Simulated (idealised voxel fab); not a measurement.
The document below concerns the process module designated voxel ribs on slabs.
Cross-section cut: width 300 nm, square cells of 5 nm.
The cross-sections in this document take the form of a grid made of square cells. They are written out as bands, in order from top to bottom. Each band consists of one or more rows of cells. Band: top and bottom heights (nm) first, top before bottom; then materials from left to right, widths in nm. "throughout" marks a sole material filling the band edge to edge. "air" denotes empty space. Beneath 0, the wafer as received is one material, and that level is where height counting begins. The lowest band goes on downward without a bottom; it is written like "z 0 and below". A two-number width, for instance "30..40", indicates that the width is equal to the first number in the top row of the band and to the second number in the bottom row, and that it changes by a constant amount per row of cells. Step note "remained the same" = no cross-section cell changed. If an empty space has no open way to the top and is at least 8 cells in size, "Closed void catalog" lists it, written width x height at distance, where distance is measured from the left edge and every value is in nm. On a step's line, text after the settings is the simulator commenting on that step. "overlay nm" answers the question of how far to the right of plan the mask lay on a step that has a mask, and when it is negative the answer is to the left.

Process steps (planned):
step 1: RECEIVE,material Si
step 2: DIRECTIONAL_DEP,material SiO2,thk nm 25
step 3: DIRECTIONAL_DEP,material SiN,thk nm 15
step 4: PATTERN,tone cover,mask id RIB,material resist,width nm 25,thk nm 20,overlay nm 0
step 5: DIRECTIONAL_ETCH,etch materials SiN,depth nm 5
step 6: STRIP,etch materials resist
step 7: PATTERN,tone cover,mask id SLAB,material resist,width nm 85,thk nm 15,overlay nm 0
step 8: DIRECTIONAL_ETCH,etch materials SiN,depth nm 10
step 9: STRIP,etch materials resist
step 10: FILL_DEP,material SiO2,thk nm 25
step 11: CMP,height nm 60
step 12: DIRECTIONAL_DEP,material W,thk nm 5
step 13: PATTERN,tone cover,mask id HEATER,material resist,width nm 35,thk nm 15,overlay nm 0
step 14: DIRECTIONAL_ETCH,etch materials W,depth nm 5
step 15: STRIP,etch materials resist
step 16: CONFORMAL_DEP,material SiO2,thk nm 5

Cross-section of the wafer upon arrival, representing the state reached after step 1:
* z 0 and below | Si throughout
* Closed void catalog: none

Sectioned view, first of two wafers, at the close of the module, processed as intended in the plan:
* z 70 to 65 | 125 of air  45 of SiO2  130 of air
* z 65 to 60 | 130 of SiO2  35 of W  135 of SiO2
* z 60 to 40 | SiO2 throughout
* z 40 to 35 | 135 of SiO2  25 of SiN  140 of SiO2
* z 35 to 25 | 105 of SiO2  85 of SiN  110 of SiO2
* z 25 to 0 | SiO2 throughout
* z 0 and below | Si throughout
* Closed void catalog: none

The second wafer, shown in cross-section after the module: started the same way as the first and given the same plan, yet one mistake crept into how it was run:
* z 70 to 65 | 120 of air  55 of SiO2  125 of air
* z 65 to 60 | 125 of SiO2  45 of W  130 of SiO2
* z 60 to 40 | SiO2 throughout
* z 40 to 35 | 135 of SiO2  25 of SiN  140 of SiO2
* z 35 to 25 | 105 of SiO2  85 of SiN  110 of SiO2
* z 25 to 0 | SiO2 throughout
* z 0 and below | Si throughout
* Closed void catalog: none
Deviation from plan: heads up, step 13 didn't go per plan, it actually ran as PATTERN,tone cover,mask id HEATER,material resist,width nm 45,thk nm 15,overlay nm 0
Once processing is complete, comparing cell counts shows that the second wafer has more or fewer of certain materials than the first: 2 more of W
